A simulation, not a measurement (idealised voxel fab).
A process module follows: voxel air gaps.
Square cells of 5 nm make up the cross-section cut, whose width is 210 nm.
If you're reading a cross-section in this doc, picture square cells in a grid; it comes to you as bands, top ones listed first down to the bottom, and a band can be one or more rows of cells. In this notation a band is specified by the heights of its top and bottom, in that order and in nm, after which its materials appear from left to right, each paired with its width in nm. The word "everywhere" attached to a single material means that material fills the band from edge to edge; the word "blank" stands for empty space. Height datum 0, below which the as-received substrate wafer is one material. Lowest band open at the bottom, running downward: "top 0, no bottom". Width spec "30 to 40" -> top row of cells at first value, bottom row at second value, equal per-row change in between. Step marked "left unchanged"? Then no cell in the cross-section changed in it. If an empty space has no open way to the top and is at least 8 cells in size, "Fully sealed cavities" lists it, written width x height at distance, where distance is measured from the left edge and every value is in nm. Formally, on a step line, whatever follows the settings is a remark that the simulator itself makes on the step. A step's line can hold "overlay nm"; with a mask on that step, the setting says how far right of the planned place the mask lay, while a negative setting says it lay to the left.
SET OUT BELOW ARE THE PLANNED STEPS OF THE PROCESS
| 1 | RECEIVE [material Si] |
| 2 | CONFORMAL_DEP [material SiO2] [thk nm 10] |
| 3 | CONFORMAL_DEP [material SiN] [thk nm 5] |
| 4 | DIRECTIONAL_DEP [material lowk] [thk nm 35] |
| 5 | DIRECTIONAL_DEP [material aC] [thk nm 15] |
| 6 | PATTERN [tone open] [mask id LINES] [material resist] [width nm 15] [pitch nm 45] [thk nm 30] [overlay nm 0] |
| 7 | DIRECTIONAL_ETCH [etch materials aC] [depth nm 15] |
| 8 | STRIP [etch materials resist] |
| 9 | DIRECTIONAL_ETCH [etch materials lowk] [depth nm 35] |
| 10 | STRIP [etch materials aC] |
| 11 | CONFORMAL_DEP [material TiN] [thk nm 5] |
| 12 | FILL_DEP [material Ru] [thk nm 5] |
| 13 | CMP [height nm 50] |
| 14 | EPI [material Ru] [thk nm 10] |
| 15 | SELECTIVE_ETCH [etch materials lowk] [depth nm 45] |
| 16 | CONFORMAL_DEP [material SiCN] [thk nm 5] |
AS RECEIVED, AFTER STEP 1
* top 0, no bottom  Si everywhere
* Fully sealed cavities: none
FINAL WAFER PROFILE IN CROSS-SECTION AFTER THE MODULE, FROM THE SAME START AND PLAN AS ABOVE, WITH ONE MISTAKE MADE DURING PROCESSING
* top 65, bottom 60  SiCN everywhere
* top 60, bottom 50  Ru everywhere
* top 50, bottom 20  Ru 25; TiN 5; lowk 15; TiN 5; Ru 20; TiN 5; lowk 15; TiN 5; Ru 20; TiN 5; lowk 15; TiN 5; Ru 20; TiN 5; lowk 15; TiN 5; Ru 25
* top 20, bottom 15  TiN 30; lowk 15; TiN 30; lowk 15; TiN 30; lowk 15; TiN 30; lowk 15; TiN 30
* top 15, bottom 10  SiN everywhere
* top 10, bottom 0  SiO2 everywhere
* top 0, no bottom  Si everywhere
* Fully sealed cavities: none
Here's what went sideways: the process deviated at step 6: the operation and settings actually run there were PATTERN [tone cover] [mask id LINES] [material resist] [width nm 15] [pitch nm 45] [thk nm 30] [overlay nm 0]
